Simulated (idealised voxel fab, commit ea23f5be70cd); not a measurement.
process module | voxel self aligned vias
cross-section cut | 280 nm wide | cells 5 nm
A cross-section is a grid of square cells, given in bands from the top down. A band is one or more rows of cells.
Each band's line starts with the height of the band's top and of its bottom, in nm. Then come its materials from left to right, each with its width in nm. One material with "throughout" fills the band from edge to edge. "air" is empty space.
Height 0 is the level under which the wafer as received is all one material. The lowest band goes on downwards, as in "0 down".
A width such as "30 to 40" changes by the same amount from each row of cells to the next, from the band's top row to its bottom row.
"no change" after a step means that no cell of the cross-section changed.
closed voids: empty space of 8 cells or more with no open way to the top, each as width x height at its distance from the left edge, in nm
after a step's settings: what the simulator itself notes on the step
overlay nm, on a step with a mask: how far to the right of its planned place the mask lay; to the left if negative
plan
1 op RECEIVE | material Si
2 op CONFORMAL_DEP | material SiO2 | thk nm 10
3 op CONFORMAL_DEP | material SiCN | thk nm 5
4 op DIRECTIONAL_DEP | material lowk | thk nm 25
5 op MASKED_ETCH | tone open | mask id LINES | width nm 20 | pitch nm 50 | etch materials lowk | depth nm 25 | overlay nm 0
6 op CONFORMAL_DEP | material TiN | thk nm 5
7 op FILL_DEP | material Ru | thk nm 10
8 op CMP | height nm 40
9 op SELECTIVE_ETCH | etch materials W Ru TiN | depth nm 5
10 op FILL_DEP | material SiN | thk nm 5
11 op CMP | height nm 40
12 op DIRECTIONAL_DEP | material lowk | thk nm 20
13 op DIRECTIONAL_DEP | material aC | thk nm 15
14 op PATTERN | tone open | mask id VIAS | material resist | width nm 30 | pitch nm 100 | thk nm 30 | overlay nm 0
15 op DIRECTIONAL_ETCH | etch materials aC | depth nm 15
16 op STRIP | etch materials resist
17 op DIRECTIONAL_ETCH | etch materials lowk | depth nm 20
18 op DIRECTIONAL_ETCH | etch materials SiN | depth nm 5
19 op STRIP | etch materials aC
20 op CONFORMAL_DEP | material TiN | thk nm 5
21 op FILL_DEP | material Ru | thk nm 5
22 op CMP | height nm 60
23 op CONFORMAL_DEP | material SiN | thk nm 5
as received, after step 1
  0 down: Si throughout
  closed voids: none
a wafer at the end: this start, this plan, one mistake
  65 to 60: SiN throughout
  60 to 45: lowk 75 | TiN 5 | Ru 20 | TiN 5 | lowk 70 | TiN 5 | Ru 20 | TiN 5 | lowk 75
  45 to 40: lowk 75 | TiN 30 | lowk 70 | TiN 30 | lowk 75
  40 to 35: SiN 75 | TiN 5 | lowk 20 | TiN 5 | SiN 25 | lowk 20 | SiN 25 | TiN 5 | lowk 20 | TiN 5 | SiN 75
  35 to 20: Ru 75 | TiN 5 | lowk 20 | TiN 5 | Ru 20 | TiN 5 | lowk 20 | TiN 5 | Ru 20 | TiN 5 | lowk 20 | TiN 5 | Ru 75
  20 to 15: TiN 80 | lowk 20 | TiN 30 | lowk 20 | TiN 30 | lowk 20 | TiN 80
  15 to 10: SiCN throughout
  10 to 0: SiO2 throughout
  0 down: Si throughout
  closed voids: none
what went wrong: step 5 ran as: op MASKED_ETCH | tone cover | mask id LINES | width nm 20 | pitch nm 50 | etch materials lowk | depth nm 25 | overlay nm 0
